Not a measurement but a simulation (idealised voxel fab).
Process module heading - voxel transistor to metal
Pictured: cross-section cut, 295 nm wide, on a grid of 5 nm square cells.
A cross-section in this document is a grid of square cells, and it is written down as bands, the top band listed before the ones below it; a band is made up of one or more rows of cells.
Quick guide to a band line: top height, bottom height (nm) up front; then every material left to right with its width in nm. Only one material and it's marked "throughout"? Then it fills the band edge to edge. And "air" just means empty space.
Below 0: as-received wafer, all one material; heights counted from there. Lowest band: no bottom, goes on down, written "0 down".
Note: "30 to 40" means the width goes from the first number (top row of the band) to the second number (bottom row) in equal steps per row of cells.
The designation "identical to before", where it is given for a processing step, indicates that no cell of the cross-section was altered in the course of that step.
Empty spaces counting at least 8 cells and having no open way to the top are listed in "Closed void table". The notation width x height at distance is used for each, the distance being from the left edge and all three values in nm.
Where a step's line continues beyond its settings, the continuation is a remark by the simulator itself on that step.
overlay nm, on a step with a mask: how far to the right of its planned place the mask lay; to the left if negative

The process steps that were planned are listed below:
1: op RECEIVE | material Si
2: op CONFORMAL_DEP | material SiO2 | thk nm 5
3: op CONFORMAL_DEP | material SiN | thk nm 10
4: op MASKED_ETCH | tone cover | mask id ACTIVE | width nm 110 | pitch nm 140 | etch materials SiN | depth nm 10 | overlay nm 0
5: op MASKED_ETCH | tone cover | mask id ACTIVE | width nm 110 | pitch nm 140 | etch materials SiO2 | depth nm 5 | overlay nm 0
6: op MASKED_ETCH | tone cover | mask id ACTIVE | width nm 110 | pitch nm 140 | etch materials Si | depth nm 20 | overlay nm 0
7: op FILL_DEP | material SiO2 | thk nm 5
8: op CMP | height nm 15
9: op SELECTIVE_ETCH | etch materials SiO2 | depth nm 5
10: op STRIP | etch materials SiN
11: op SELECTIVE_ETCH | etch materials SiO2 | depth nm 5
12: op OXIDIZE | depth nm 5
13: op DIRECTIONAL_DEP | material polySi | thk nm 30
14: op DIRECTIONAL_DEP | material SiCN | thk nm 10
15: op MASKED_ETCH | tone cover | mask id GATE | width nm 20 | pitch nm 140 | etch materials SiCN | depth nm 20 | overlay nm 0
16: op MASKED_ETCH | tone cover | mask id GATE | width nm 20 | pitch nm 140 | etch materials polySi | depth nm 40 | overlay nm 0
17: op CONFORMAL_DEP | material SiO2 | thk nm 5
18: op DIRECTIONAL_ETCH | etch materials SiO2 | depth nm 5
19: op CONFORMAL_DEP | material SiN | thk nm 10
20: op DIRECTIONAL_ETCH | etch materials SiN | depth nm 10
21: op DIRECTIONAL_ETCH | etch materials SiO2 | depth nm 5
22: op DIRECTIONAL_ETCH | etch materials Si | depth nm 15
23: op EPI | material pSi | thk nm 15
24: op FILL_DEP | material SiO2 | thk nm 10
25: op CMP | height nm 40
26: op DIRECTIONAL_DEP | material SiO2 | thk nm 15
27: op PATTERN | tone open | mask id CONTACT | material resist | width nm 20 | thk nm 20 | overlay nm 0
28: op DIRECTIONAL_ETCH | etch materials SiO2 | depth nm 45
29: op STRIP | etch materials resist
30: op CONFORMAL_DEP | material TiN | thk nm 5
31: op FILL_DEP | material Ru | thk nm 5
32: op CMP | height nm 55
33: op CONFORMAL_DEP | material SiCN | thk nm 5
34: op DIRECTIONAL_DEP | material SiO2 | thk nm 20
35: op DIRECTIONAL_DEP | material aC | thk nm 10
36: op PATTERN | tone open | mask id METAL_1 | material resist | width nm 20 | thk nm 30 | overlay nm 0
37: op DIRECTIONAL_ETCH | etch materials aC | depth nm 10
38: op STRIP | etch materials resist
39: op DIRECTIONAL_ETCH | etch materials SiO2 | depth nm 20
40: op DIRECTIONAL_ETCH | etch materials SiCN | depth nm 5
41: op STRIP | etch materials aC
42: op CONFORMAL_DEP | material TiN | thk nm 5
43: op FILL_DEP | material Cu | thk nm 5
44: op CMP | height nm 80
45: op CONFORMAL_DEP | material SiCN | thk nm 5

As-received wafer cross-section (after step 1):
    0 down = Si throughout
    Closed void table: none

End-of-module XS, first of two wafers, run as planned:
    85 to 80 = SiCN throughout
    80 to 60 = 25 SiO2, 5 TiN, 10 Cu, 5 TiN, 60 SiO2, 5 TiN, 10 Cu, 5 TiN, 40 SiO2, 5 TiN, 10 Cu, 5 TiN, 60 SiO2, 5 TiN, 10 Cu, 5 TiN, 30 SiO2
    60 to 55 = 25 SiCN, 20 TiN, 60 SiCN, 20 TiN, 40 SiCN, 20 TiN, 60 SiCN, 20 TiN, 30 SiCN
    55 to 40 = 25 SiO2, 5 TiN, 10 Ru, 5 TiN, 60 SiO2, 5 TiN, 10 Ru, 5 TiN, 40 SiO2, 5 TiN, 10 Ru, 5 TiN, 60 SiO2, 5 TiN, 10 Ru, 5 TiN, 30 SiO2
    40 to 30 = 25 SiO2, 5 TiN, 10 Ru, 5 TiN, 5 SiO2, 10 SiN, 5 SiO2, 20 SiCN, 5 SiO2, 10 SiN, 5 SiO2, 5 TiN, 10 Ru, 5 TiN, 40 SiO2, 5 TiN, 10 Ru, 5 TiN, 5 SiO2, 10 SiN, 5 SiO2, 20 SiCN, 5 SiO2, 10 SiN, 5 SiO2, 5 TiN, 10 Ru, 5 TiN, 30 SiO2
    30 to 15 = 25 SiO2, 5 TiN, 10 Ru, 5 TiN, 5 SiO2, 10 SiN, 5 SiO2, 20 polySi, 5 SiO2, 10 SiN, 5 SiO2, 5 TiN, 10 Ru, 5 TiN, 40 SiO2, 5 TiN, 10 Ru, 5 TiN, 5 SiO2, 10 SiN, 5 SiO2, 20 polySi, 5 SiO2, 10 SiN, 5 SiO2, 5 TiN, 10 Ru, 5 TiN, 30 SiO2
    15 to 10 = 25 SiO2, 20 TiN, 5 SiO2, 10 SiN, 5 SiO2, 20 polySi, 5 SiO2, 10 SiN, 5 SiO2, 20 TiN, 40 SiO2, 20 TiN, 5 SiO2, 10 SiN, 5 SiO2, 20 polySi, 5 SiO2, 10 SiN, 5 SiO2, 20 TiN, 30 SiO2
    10 to 5 = 25 SiO2, 25 pSi, 10 SiN, 5 SiO2, 20 polySi, 5 SiO2, 10 SiN, 25 pSi, 40 SiO2, 25 pSi, 10 SiN, 5 SiO2, 20 polySi, 5 SiO2, 10 SiN, 25 pSi, 30 SiO2
    5 to 0 = 20 SiO2, 10 SiN, 20 pSi, 10 SiN, 5 SiO2, 20 polySi, 5 SiO2, 10 SiN, 20 pSi, 10 SiN, 30 SiO2, 10 SiN, 20 pSi, 10 SiN, 5 SiO2, 20 polySi, 5 SiO2, 10 SiN, 20 pSi, 10 SiN, 25 SiO2
    0 to -5 = 30 SiO2, 20 pSi, 50 SiO2, 20 pSi, 50 SiO2, 20 pSi, 50 SiO2, 20 pSi, 35 SiO2
    -5 to -20 = 20 SiO2, 10 Si, 20 pSi, 50 Si, 20 pSi, 10 Si, 30 SiO2, 10 Si, 20 pSi, 50 Si, 20 pSi, 10 Si, 25 SiO2
    -20 down = Si throughout
    Closed void table: none

Presented here is a cross-section of the second of the two wafers as it stood at the end of the module. It was started in the same manner and assigned the same plan as the first wafer; however, one mistake was made in its execution:
    85 to 80 = SiCN throughout
    80 to 60 = 25 SiO2, 5 TiN, 10 aC, 5 TiN, 60 SiO2, 5 TiN, 10 aC, 5 TiN, 40 SiO2, 5 TiN, 10 aC, 5 TiN, 60 SiO2, 5 TiN, 10 aC, 5 TiN, 30 SiO2
    60 to 55 = 25 SiCN, 20 TiN, 60 SiCN, 20 TiN, 40 SiCN, 20 TiN, 60 SiCN, 20 TiN, 30 SiCN
    55 to 40 = 25 SiO2, 5 TiN, 10 Ru, 5 TiN, 60 SiO2, 5 TiN, 10 Ru, 5 TiN, 40 SiO2, 5 TiN, 10 Ru, 5 TiN, 60 SiO2, 5 TiN, 10 Ru, 5 TiN, 30 SiO2
    40 to 30 = 25 SiO2, 5 TiN, 10 Ru, 5 TiN, 5 SiO2, 10 SiN, 5 SiO2, 20 SiCN, 5 SiO2, 10 SiN, 5 SiO2, 5 TiN, 10 Ru, 5 TiN, 40 SiO2, 5 TiN, 10 Ru, 5 TiN, 5 SiO2, 10 SiN, 5 SiO2, 20 SiCN, 5 SiO2, 10 SiN, 5 SiO2, 5 TiN, 10 Ru, 5 TiN, 30 SiO2
    30 to 15 = 25 SiO2, 5 TiN, 10 Ru, 5 TiN, 5 SiO2, 10 SiN, 5 SiO2, 20 polySi, 5 SiO2, 10 SiN, 5 SiO2, 5 TiN, 10 Ru, 5 TiN, 40 SiO2, 5 TiN, 10 Ru, 5 TiN, 5 SiO2, 10 SiN, 5 SiO2, 20 polySi, 5 SiO2, 10 SiN, 5 SiO2, 5 TiN, 10 Ru, 5 TiN, 30 SiO2
    15 to 10 = 25 SiO2, 20 TiN, 5 SiO2, 10 SiN, 5 SiO2, 20 polySi, 5 SiO2, 10 SiN, 5 SiO2, 20 TiN, 40 SiO2, 20 TiN, 5 SiO2, 10 SiN, 5 SiO2, 20 polySi, 5 SiO2, 10 SiN, 5 SiO2, 20 TiN, 30 SiO2
    10 to 5 = 25 SiO2, 25 pSi, 10 SiN, 5 SiO2, 20 polySi, 5 SiO2, 10 SiN, 25 pSi, 40 SiO2, 25 pSi, 10 SiN, 5 SiO2, 20 polySi, 5 SiO2, 10 SiN, 25 pSi, 30 SiO2
    5 to 0 = 20 SiO2, 10 SiN, 20 pSi, 10 SiN, 5 SiO2, 20 polySi, 5 SiO2, 10 SiN, 20 pSi, 10 SiN, 30 SiO2, 10 SiN, 20 pSi, 10 SiN, 5 SiO2, 20 polySi, 5 SiO2, 10 SiN, 20 pSi, 10 SiN, 25 SiO2
    0 to -5 = 30 SiO2, 20 pSi, 50 SiO2, 20 pSi, 50 SiO2, 20 pSi, 50 SiO2, 20 pSi, 35 SiO2
    -5 to -20 = 20 SiO2, 10 Si, 20 pSi, 50 Si, 20 pSi, 10 Si, 30 SiO2, 10 Si, 20 pSi, 50 Si, 20 pSi, 10 Si, 25 SiO2
    -20 down = Si throughout
    Closed void table: none
Finding, execution versus plan: the process deviated at step 43: the operation and settings actually run there were op FILL_DEP | material aC | thk nm 5
Cell-count delta at end, second wafer over first, by material: Cu: 32 fewer; aC: 32 more
